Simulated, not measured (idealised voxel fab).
process module | voxel tone inversion
cross-section cut | 255 nm wide | cells 5 nm
Each cross-section below is a grid of square cells, stated as bands in top-down order, with one or more rows of cells making up each band. Basically the band line says how high the top is and how high the bottom is, in nm, and then what's in it from left to right, every material with its width in nm. Empty space shows up as "blank", and if a single material carries "throughout" it runs the full band edge to edge. Height datum 0, below which the as-received substrate wafer is one material. Lowest band open at the bottom, running downward: "z 0 and below". The width entry "30 to 40" should be interpreted row by row: the top row of cells in the band takes the first number, the bottom row takes the second number, and the change between adjacent rows is uniform throughout. Where a step carries "all unchanged", the cross-section came out of it unchanged, cell for cell. The list in "Fully closed voids" covers empty spaces of 8 cells or more that cannot reach the top through any open way, and it gives each as width x height at distance; the distance is from the left edge, and width, height and distance are in nm. Whatever follows a step's settings on its line is a remark the simulator itself makes about that step. overlay nm: for a step with a mask, the amount by which the mask lay right of where it was planned; a negative amount means left of it.

-- These are the steps we planned for the process
step 1: RECEIVE, material Si
step 2: CONFORMAL_DEP, material SiCN, thk nm 10
step 3: DIRECTIONAL_DEP, material aC, thk nm 20
step 4: PATTERN, tone cover, mask id POSTS, material resist, width nm 15, pitch nm 50, thk nm 25, overlay nm 0
step 5: DIRECTIONAL_ETCH, etch materials aC, depth nm 20
step 6: STRIP, etch materials resist
step 7: FILL_DEP, material SiO2, thk nm 10
step 8: CMP, height nm 30
step 9: STRIP, etch materials aC
Wafer-to-wafer difference: width nm, step 4. Common start. Plan = first wafer's value.

-- The first of several wafers in cross-section, exactly as it reached us after step 1
	z 0 and below: Si throughout
	Fully closed voids: none

-- The cross-section of the first of several wafers is given below for the end of the module, after its final step, step 9
	z 30 to 10: SiO2 45; blank 15; SiO2 35; blank 15; SiO2 35; blank 15; SiO2 35; blank 15; SiO2 45
	z 10 to 0: SiCN throughout
	z 0 and below: Si throughout
	Fully closed voids: none

-- Last wafer, end of module, cross-section
	z 30 to 10: SiO2 35; blank 35; SiO2 15; blank 35; SiO2 15; blank 35; SiO2 15; blank 35; SiO2 35
	z 10 to 0: SiCN throughout
	z 0 and below: Si throughout
	Fully closed voids: none

-- Rows = wafers. At module end, each row lists per material the cells gained (+) or lost (-) since the wafer was received, then the closed voids
width nm 15; +102 SiCN; +156 SiO2; Fully closed voids: none
width nm 20; +102 SiCN; +140 SiO2; Fully closed voids: none
width nm 25; +102 SiCN; +124 SiO2; Fully closed voids: none
width nm 30; +102 SiCN; +108 SiO2; Fully closed voids: none
width nm 35; +102 SiCN; +92 SiO2; Fully closed voids: none
